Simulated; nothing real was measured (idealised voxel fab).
process module | voxel tone inversion
Square cells of 5 nm make up the cross-section cut, whose width is 190 nm.
This document writes a cross-section as a grid whose cells are square, and gives it as bands, listed from the top down; one or more rows of cells form a band. Band entry format. Leading values: height of top, height of bottom, nm. Remainder: materials in left-to-right order, each with its width in nm. Special words: "everywhere" on a single material, which then fills the band edge to edge; "air", empty space. The level at which height equals 0 is the one under which the wafer, as it arrives, is entirely one material. No lower edge exists for the bottom band, which continues downward and is notated as in "z 0 and below". Quick explanation for "30->40": the width changes in equal steps down the rows of cells, from the first number in the band's top row to the second number in its bottom row. Where a step carries "stayed the same", the cross-section came out of it unchanged, cell for cell. Empty spaces without an open route to the top, at least 8 cells in extent, make up the entry "Sealed-off cavities"; each is given as width x height at distance, where the distance is measured from the left edge, and all are in nm. Step line, after settings: the simulator's comment on this step. For masked steps, "overlay nm" on the step line gives how far right of plan the mask actually lay; a minus sign means it lay to the left.
# List of planned process steps
1) op RECEIVE | material Si
2) op CONFORMAL_DEP | material SiN | thk nm 10
3) op DIRECTIONAL_DEP | material polySi | thk nm 25
4) op PATTERN | tone cover | mask id POSTS | material resist | width nm 15 | pitch nm 30 | thk nm 30 | overlay nm 0
5) op DIRECTIONAL_ETCH | etch materials polySi | depth nm 25
6) op STRIP | etch materials resist
7) op FILL_DEP | material SiO2 | thk nm 10
8) op CMP | height nm 35
9) op STRIP | etch materials polySi
10) op CONFORMAL_DEP | material TiN | thk nm 5
11) op FILL_DEP | material W | thk nm 5
12) op CMP | height nm 35
13) op CONFORMAL_DEP | material SiN | thk nm 5
# The cross-section here shows the wafer as received, i.e. in its state after step 1
> z 0 and below = Si everywhere
> Sealed-off cavities: none
# The following cross-section depicts the wafer upon conclusion of the module. Processing commenced from the starting condition illustrated above and adhered to the plan illustrated above, save for one mistake in execution
> z 40 to 35 = SiN everywhere
> z 35 to 25 = SiO2 everywhere
> z 25 to 0 = SiO2 55 nm  polySi 15 nm  SiO2 15 nm  polySi 15 nm  SiO2 15 nm  polySi 15 nm  SiO2 60 nm
> z 0 and below = Si everywhere
> Sealed-off cavities: none
The mistake made against the process plan was this: step 2 of the plan: omitted, not performed
